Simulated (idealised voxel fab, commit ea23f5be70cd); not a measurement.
Title: Process Module voxel capacitor over wiring
Pictured: cross-section cut, 160 nm wide, on a grid of 5 nm square cells.
The cross-sections in this document take the form of a grid made of square cells. They are written out as bands, in order from top to bottom. Each band consists of one or more rows of cells.
Top height, bottom height, nm. Materials left to right, width each, nm. Single material + "all across" = fills band edge to edge. "empty" = empty.
The level at which height equals 0 is the one under which the wafer, as it arrives, is entirely one material. No lower edge exists for the bottom band, which continues downward and is notated as in "0 -> down".
Read "30 to 40" as a graded width: first number on top, second number at the bottom, same change between each pair of neighbouring rows.
Any step labelled "no change" changed none of the cells in the cross-section.
"Fully closed voids" means: voids of 8 cells or more that are shut off from the top with no open way through. Written width x height at distance, distance from the left edge, in nm.
It should be noted that, on the line of a given step, the content following the step's settings is a remark produced by the simulator itself with respect to that step.
overlay nm: step with mask; distance mask lay right of planned place; negative value = left of planned place.

## Steps planned for the process
1: RECEIVE (material Si)
2: CONFORMAL_DEP (material SiO2; thk nm 15)
3: CONFORMAL_DEP (material SiN; thk nm 5)
4: DIRECTIONAL_DEP (material lowk; thk nm 20)
5: DIRECTIONAL_DEP (material aC; thk nm 10)
6: PATTERN (tone open; mask id METAL_1; material resist; width nm 30; pitch nm 95; thk nm 30; overlay nm 0)
7: DIRECTIONAL_ETCH (etch materials aC; depth nm 10)
8: STRIP (etch materials resist)
9: DIRECTIONAL_ETCH (etch materials lowk; depth nm 20)
10: DIRECTIONAL_ETCH (etch materials SiN; depth nm 5)
11: STRIP (etch materials aC)
12: CONFORMAL_DEP (material TiN; thk nm 5)
13: FILL_DEP (material W; thk nm 10)
14: CMP (height nm 40)
15: CONFORMAL_DEP (material SiCN; thk nm 5)
16: DIRECTIONAL_DEP (material SiO2; thk nm 10)
17: DIRECTIONAL_DEP (material aC; thk nm 15)
18: PATTERN (tone open; mask id PLUG_1; material resist; width nm 15; thk nm 35; overlay nm 0)
19: DIRECTIONAL_ETCH (etch materials aC; depth nm 15)
20: STRIP (etch materials resist)
21: DIRECTIONAL_ETCH (etch materials SiO2; depth nm 10)
22: DIRECTIONAL_ETCH (etch materials SiCN; depth nm 5)
23: STRIP (etch materials aC)
24: CONFORMAL_DEP (material TiN; thk nm 5)
25: FILL_DEP (material W; thk nm 5)
26: CMP (height nm 55)
27: DIRECTIONAL_DEP (material TiN; thk nm 5)
28: DIRECTIONAL_DEP (material HfO2; thk nm 5)
29: DIRECTIONAL_DEP (material TiN; thk nm 10)
30: PATTERN (tone cover; mask id UPPER_PLATE; material resist; width nm 70; thk nm 15; overlay nm 0)
31: DIRECTIONAL_ETCH (etch materials TiN; depth nm 10)
32: DIRECTIONAL_ETCH (etch materials HfO2; depth nm 5)
33: STRIP (etch materials resist)
34: DIRECTIONAL_DEP (material aC; thk nm 10)
35: PATTERN (tone cover; mask id LOWER_PLATE; material resist; width nm 80; thk nm 30; overlay nm 0)
36: DIRECTIONAL_ETCH (etch materials aC; depth nm 10)
37: STRIP (etch materials resist)
38: DIRECTIONAL_ETCH (etch materials TiN; depth nm 5)
39: STRIP (etch materials aC)
40: FILL_DEP (material SiO2; thk nm 15)
41: CMP (height nm 85)
42: DIRECTIONAL_DEP (material aC; thk nm 15)
43: PATTERN (tone open; mask id PLUG_2; material resist; width nm 15; thk nm 35; overlay nm 0)
44: DIRECTIONAL_ETCH (etch materials aC; depth nm 15)
45: STRIP (etch materials resist)
46: DIRECTIONAL_ETCH (etch materials SiO2; depth nm 10)
47: STRIP (etch materials aC)
48: CONFORMAL_DEP (material TiN; thk nm 5)
49: FILL_DEP (material Cu; thk nm 10)
50: CMP (height nm 85)
51: CONFORMAL_DEP (material SiCN; thk nm 5)

## First of two wafers - as planned

## Wafer at receipt (post step 1), cross-section
- 0 -> down | Si all across
- Fully closed voids: none

## Take a look at the wafer's cross-section after step 2
- 15 -> 0 | SiO2 all across
- Unchanged below 0.

## Take a look at the wafer's cross-section after step 3
- 20 -> 15 | SiN all across
- Unchanged below 15.

## Take a look at the wafer's cross-section after step 4
- 40 -> 20 | lowk all across
- Unchanged below 20.

## Take a look at the wafer's cross-section after step 5
- 50 -> 40 | aC all across
- Unchanged below 40.

## Take a look at the wafer's cross-section after step 6
- 80 -> 50 | resist (15), then empty (30), then resist (65), then empty (30), then resist (20)
- Unchanged below 50.

## Take a look at the wafer's cross-section after step 7
- 70 -> 50 | resist (15), then empty (30), then resist (65), then empty (30), then resist (20)
- 50 -> 40 | aC (15), then empty (30), then aC (65), then empty (30), then aC (20)
- Unchanged below 40.

## Take a look at the wafer's cross-section after step 8
- 50 -> 40 | aC (15), then empty (30), then aC (65), then empty (30), then aC (20)
- Unchanged below 40.

## Take a look at the wafer's cross-section after step 9
- 50 -> 40 | aC (15), then empty (30), then aC (65), then empty (30), then aC (20)
- 40 -> 20 | lowk (15), then empty (30), then lowk (65), then empty (30), then lowk (20)
- Unchanged below 20.

## Take a look at the wafer's cross-section after step 10
- 50 -> 40 | aC (15), then empty (30), then aC (65), then empty (30), then aC (20)
- 40 -> 20 | lowk (15), then empty (30), then lowk (65), then empty (30), then lowk (20)
- 20 -> 15 | SiN (15), then empty (30), then SiN (65), then empty (30), then SiN (20)
- Unchanged below 15.

## Take a look at the wafer's cross-section after step 11
- 40 -> 20 | lowk (15), then empty (30), then lowk (65), then empty (30), then lowk (20)
- Unchanged below 20.

## Take a look at the wafer's cross-section after step 12
- 45 -> 40 | TiN (20), then empty (20), then TiN (75), then empty (20), then TiN (25)
- 40 -> 20 | lowk (15), then TiN (5), then empty (20), then TiN (5), then lowk (65), then TiN (5), then empty (20), then TiN (5), then lowk (20)
- 20 -> 15 | SiN (15), then TiN (30), then SiN (65), then TiN (30), then SiN (20)
- Unchanged below 15.

## Take a look at the wafer's cross-section after step 13
- 55 -> 45 | W all across
- 45 -> 40 | TiN (20), then W (20), then TiN (75), then W (20), then TiN (25)
- 40 -> 20 | lowk (15), then TiN (5), then W (20), then TiN (5), then lowk (65), then TiN (5), then W (20), then TiN (5), then lowk (20)
- Unchanged below 20.

## Take a look at the wafer's cross-section after step 14
- 40 -> 20 | lowk (15), then TiN (5), then W (20), then TiN (5), then lowk (65), then TiN (5), then W (20), then TiN (5), then lowk (20)
- Unchanged below 20.

## Take a look at the wafer's cross-section after step 15
- 45 -> 40 | SiCN all across
- Unchanged below 40.

## Take a look at the wafer's cross-section after step 16
- 55 -> 45 | SiO2 all across
- Unchanged below 45.

## Take a look at the wafer's cross-section after step 17
- 70 -> 55 | aC all across
- Unchanged below 55.

## Take a look at the wafer's cross-section after step 18
- 105 -> 70 | resist (30), then empty (15), then resist (115)
- Unchanged below 70.

## Take a look at the wafer's cross-section after step 19
- 90 -> 70 | resist (30), then empty (15), then resist (115)
- 70 -> 55 | aC (30), then empty (15), then aC (115)
- Unchanged below 55.

## Take a look at the wafer's cross-section after step 20
- 70 -> 55 | aC (30), then empty (15), then aC (115)
- Unchanged below 55.

## Take a look at the wafer's cross-section after step 21
- 70 -> 55 | aC (30), then empty (15), then aC (115)
- 55 -> 45 | SiO2 (30), then empty (15), then SiO2 (115)
- Unchanged below 45.

## Take a look at the wafer's cross-section after step 22
- 70 -> 55 | aC (30), then empty (15), then aC (115)
- 55 -> 45 | SiO2 (30), then empty (15), then SiO2 (115)
- 45 -> 40 | SiCN (30), then empty (15), then SiCN (115)
- Unchanged below 40.

## Take a look at the wafer's cross-section after step 23
- 55 -> 45 | SiO2 (30), then empty (15), then SiO2 (115)
- Unchanged below 45.

## Take a look at the wafer's cross-section after step 24
- 60 -> 55 | TiN (35), then empty (5), then TiN (120)
- 55 -> 45 | SiO2 (30), then TiN (5), then empty (5), then TiN (5), then SiO2 (115)
- 45 -> 40 | SiCN (30), then TiN (15), then SiCN (115)
- Unchanged below 40.

## Take a look at the wafer's cross-section after step 25
- 65 -> 60 | W all across
- 60 -> 55 | TiN (35), then W (5), then TiN (120)
- 55 -> 45 | SiO2 (30), then TiN (5), then W (5), then TiN (5), then SiO2 (115)
- Unchanged below 45.

## Take a look at the wafer's cross-section after step 26
- 55 -> 45 | SiO2 (30), then TiN (5), then W (5), then TiN (5), then SiO2 (115)
- Unchanged below 45.

## Take a look at the wafer's cross-section after step 27
- 60 -> 55 | TiN all across
- Unchanged below 55.

## Take a look at the wafer's cross-section after step 28
- 65 -> 60 | HfO2 all across
- Unchanged below 60.

## Take a look at the wafer's cross-section after step 29
- 75 -> 65 | TiN all across
- Unchanged below 65.

## Take a look at the wafer's cross-section after step 30
- 90 -> 75 | empty (30), then resist (70), then empty (60)
- Unchanged below 75.

## Take a look at the wafer's cross-section after step 31
- 90 -> 75 | empty (30), then resist (70), then empty (60)
- 75 -> 65 | empty (30), then TiN (70), then empty (60)
- Unchanged below 65.

## Take a look at the wafer's cross-section after step 32
- 90 -> 75 | empty (30), then resist (70), then empty (60)
- 75 -> 65 | empty (30), then TiN (70), then empty (60)
- 65 -> 60 | empty (30), then HfO2 (70), then empty (60)
- Unchanged below 60.

## Take a look at the wafer's cross-section after step 33
- 75 -> 65 | empty (30), then TiN (70), then empty (60)
- Unchanged below 65.

## Take a look at the wafer's cross-section after step 34
- 85 -> 75 | empty (30), then aC (70), then empty (60)
- 75 -> 70 | empty (30), then TiN (70), then empty (60)
- 70 -> 65 | aC (30), then TiN (70), then aC (60)
- 65 -> 60 | aC (30), then HfO2 (70), then aC (60)
- Unchanged below 60.

## Take a look at the wafer's cross-section after step 35
- 115 -> 85 | empty (25), then resist (80), then empty (55)
- 85 -> 75 | empty (25), then resist (5), then aC (70), then resist (5), then empty (55)
- 75 -> 70 | empty (25), then resist (5), then TiN (70), then resist (5), then empty (55)
- Unchanged below 70.

## Take a look at the wafer's cross-section after step 36
- 105 -> 85 | empty (25), then resist (80), then empty (55)
- 85 -> 75 | empty (25), then resist (5), then aC (70), then resist (5), then empty (55)
- 75 -> 70 | empty (25), then resist (5), then TiN (70), then resist (5), then empty (55)
- 70 -> 65 | empty (25), then aC (5), then TiN (70), then aC (5), then empty (55)
- 65 -> 60 | empty (25), then aC (5), then HfO2 (70), then aC (5), then empty (55)
- Unchanged below 60.

## Take a look at the wafer's cross-section after step 37
- 85 -> 75 | empty (30), then aC (70), then empty (60)
- 75 -> 70 | empty (30), then TiN (70), then empty (60)
- Unchanged below 70.

## Take a look at the wafer's cross-section after step 38
- 85 -> 75 | empty (30), then aC (70), then empty (60)
- 75 -> 70 | empty (30), then TiN (70), then empty (60)
- 70 -> 65 | empty (25), then aC (5), then TiN (70), then aC (5), then empty (55)
- 65 -> 60 | empty (25), then aC (5), then HfO2 (70), then aC (5), then empty (55)
- 60 -> 55 | empty (25), then TiN (80), then empty (55)
- Unchanged below 55.

## Take a look at the wafer's cross-section after step 39
- 75 -> 65 | empty (30), then TiN (70), then empty (60)
- 65 -> 60 | empty (30), then HfO2 (70), then empty (60)
- Unchanged below 60.

## Take a look at the wafer's cross-section after step 40
- 90 -> 75 | SiO2 all across
- 75 -> 65 | SiO2 (30), then TiN (70), then SiO2 (60)
- 65 -> 60 | SiO2 (30), then HfO2 (70), then SiO2 (60)
- 60 -> 55 | SiO2 (25), then TiN (80), then SiO2 (55)
- Unchanged below 55.

## Take a look at the wafer's cross-section after step 41
- 85 -> 75 | SiO2 all across
- Unchanged below 75.

## Take a look at the wafer's cross-section after step 42
- 100 -> 85 | aC all across
- Unchanged below 85.

## Take a look at the wafer's cross-section after step 43
- 135 -> 100 | resist (40), then empty (15), then resist (105)
- Unchanged below 100.

## Take a look at the wafer's cross-section after step 44
- 120 -> 100 | resist (40), then empty (15), then resist (105)
- 100 -> 85 | aC (40), then empty (15), then aC (105)
- Unchanged below 85.

## Take a look at the wafer's cross-section after step 45
- 100 -> 85 | aC (40), then empty (15), then aC (105)
- Unchanged below 85.

## Take a look at the wafer's cross-section after step 46
- 100 -> 85 | aC (40), then empty (15), then aC (105)
- 85 -> 75 | SiO2 (40), then empty (15), then SiO2 (105)
- Unchanged below 75.

## Take a look at the wafer's cross-section after step 47
- 85 -> 75 | SiO2 (40), then empty (15), then SiO2 (105)
- Unchanged below 75.

## Take a look at the wafer's cross-section after step 48
- 90 -> 85 | TiN (45), then empty (5), then TiN (110)
- 85 -> 80 | SiO2 (40), then TiN (5), then empty (5), then TiN (5), then SiO2 (105)
- 80 -> 75 | SiO2 (40), then TiN (15), then SiO2 (105)
- Unchanged below 75.

## Take a look at the wafer's cross-section after step 49
- 100 -> 90 | Cu all across
- 90 -> 85 | TiN (45), then Cu (5), then TiN (110)
- 85 -> 80 | SiO2 (40), then TiN (5), then Cu (5), then TiN (5), then SiO2 (105)
- Unchanged below 80.

## Take a look at the wafer's cross-section after step 50
- 85 -> 80 | SiO2 (40), then TiN (5), then Cu (5), then TiN (5), then SiO2 (105)
- Unchanged below 80.

## Take a look at the wafer's cross-section after step 51
- 90 -> 85 | SiCN all across
- Unchanged below 85.

## Second wafer, same starting conditions and recipe as the first, one mistake in executing it, nothing differs from the first up to and including step 27

Second wafer shown in cross-section at the time step 28 was slated to end: no change

## Second wafer shown in cross-section at the time step 29 was slated to end
- 70 -> 55 | TiN all across
- Unchanged below 55.

## Second wafer shown in cross-section at the time step 30 was slated to end
- 85 -> 70 | empty (30), then resist (70), then empty (60)
- Unchanged below 70.

## Second wafer shown in cross-section at the time step 31 was slated to end
- 85 -> 70 | empty (30), then resist (70), then empty (60)
- 70 -> 60 | empty (30), then TiN (70), then empty (60)
- Unchanged below 60.

Second wafer shown in cross-section at the time step 32 was slated to end: no change

## Second wafer shown in cross-section at the time step 33 was slated to end
- 70 -> 60 | empty (30), then TiN (70), then empty (60)
- Unchanged below 60.

## Second wafer shown in cross-section at the time step 34 was slated to end
- 80 -> 70 | empty (30), then aC (70), then empty (60)
- 70 -> 60 | aC (30), then TiN (70), then aC (60)
- Unchanged below 60.

## Second wafer shown in cross-section at the time step 35 was slated to end
- 110 -> 80 | empty (25), then resist (80), then empty (55)
- 80 -> 70 | empty (25), then resist (5), then aC (70), then resist (5), then empty (55)
- Unchanged below 70.

## Second wafer shown in cross-section at the time step 36 was slated to end
- 100 -> 80 | empty (25), then resist (80), then empty (55)
- 80 -> 70 | empty (25), then resist (5), then aC (70), then resist (5), then empty (55)
- 70 -> 60 | empty (25), then aC (5), then TiN (70), then aC (5), then empty (55)
- Unchanged below 60.

## Second wafer shown in cross-section at the time step 37 was slated to end
- 80 -> 70 | empty (30), then aC (70), then empty (60)
- Unchanged below 70.

## Second wafer shown in cross-section at the time step 38 was slated to end
- 80 -> 70 | empty (30), then aC (70), then empty (60)
- 70 -> 60 | empty (25), then aC (5), then TiN (70), then aC (5), then empty (55)
- 60 -> 55 | empty (25), then TiN (80), then empty (55)
- Unchanged below 55.

## Second wafer shown in cross-section at the time step 39 was slated to end
- 70 -> 60 | empty (30), then TiN (70), then empty (60)
- Unchanged below 60.

## Second wafer shown in cross-section at the time step 40 was slated to end
- 85 -> 70 | SiO2 all across
- 70 -> 60 | SiO2 (30), then TiN (70), then SiO2 (60)
- 60 -> 55 | SiO2 (25), then TiN (80), then SiO2 (55)
- Unchanged below 55.

Second wafer shown in cross-section at the time step 41 was slated to end: no change

## Second wafer shown in cross-section at the time step 42 was slated to end
- 100 -> 85 | aC all across
- Unchanged below 85.

## Second wafer shown in cross-section at the time step 43 was slated to end
- 135 -> 100 | resist (40), then empty (15), then resist (105)
- Unchanged below 100.

## Second wafer shown in cross-section at the time step 44 was slated to end
- 120 -> 100 | resist (40), then empty (15), then resist (105)
- 100 -> 85 | aC (40), then empty (15), then aC (105)
- Unchanged below 85.

## Second wafer shown in cross-section at the time step 45 was slated to end
- 100 -> 85 | aC (40), then empty (15), then aC (105)
- Unchanged below 85.

## Second wafer shown in cross-section at the time step 46 was slated to end
- 100 -> 85 | aC (40), then empty (15), then aC (105)
- 85 -> 75 | SiO2 (40), then empty (15), then SiO2 (105)
- Unchanged below 75.

## Second wafer shown in cross-section at the time step 47 was slated to end
- 85 -> 75 | SiO2 (40), then empty (15), then SiO2 (105)
- Unchanged below 75.

## Second wafer shown in cross-section at the time step 48 was slated to end
- 90 -> 85 | TiN (45), then empty (5), then TiN (110)
- 85 -> 80 | SiO2 (40), then TiN (5), then empty (5), then TiN (5), then SiO2 (105)
- 80 -> 75 | SiO2 (40), then TiN (15), then SiO2 (105)
- Unchanged below 75.

## Second wafer shown in cross-section at the time step 49 was slated to end
- 100 -> 90 | Cu all across
- 90 -> 85 | TiN (45), then Cu (5), then TiN (110)
- 85 -> 80 | SiO2 (40), then TiN (5), then Cu (5), then TiN (5), then SiO2 (105)
- Unchanged below 80.

## Second wafer shown in cross-section at the time step 50 was slated to end
- 85 -> 80 | SiO2 (40), then TiN (5), then Cu (5), then TiN (5), then SiO2 (105)
- Unchanged below 80.

## Second wafer shown in cross-section at the time step 51 was slated to end
- 90 -> 85 | SiCN all across
- Unchanged below 85.
It is concluded that the wafer was processed incorrectly with respect to the plan, in that step 28 of the plan never got run, it was skipped over
The second wafer ends with more or fewer cells of some materials than the first, per final count: HfO2 -14 | SiO2 +14
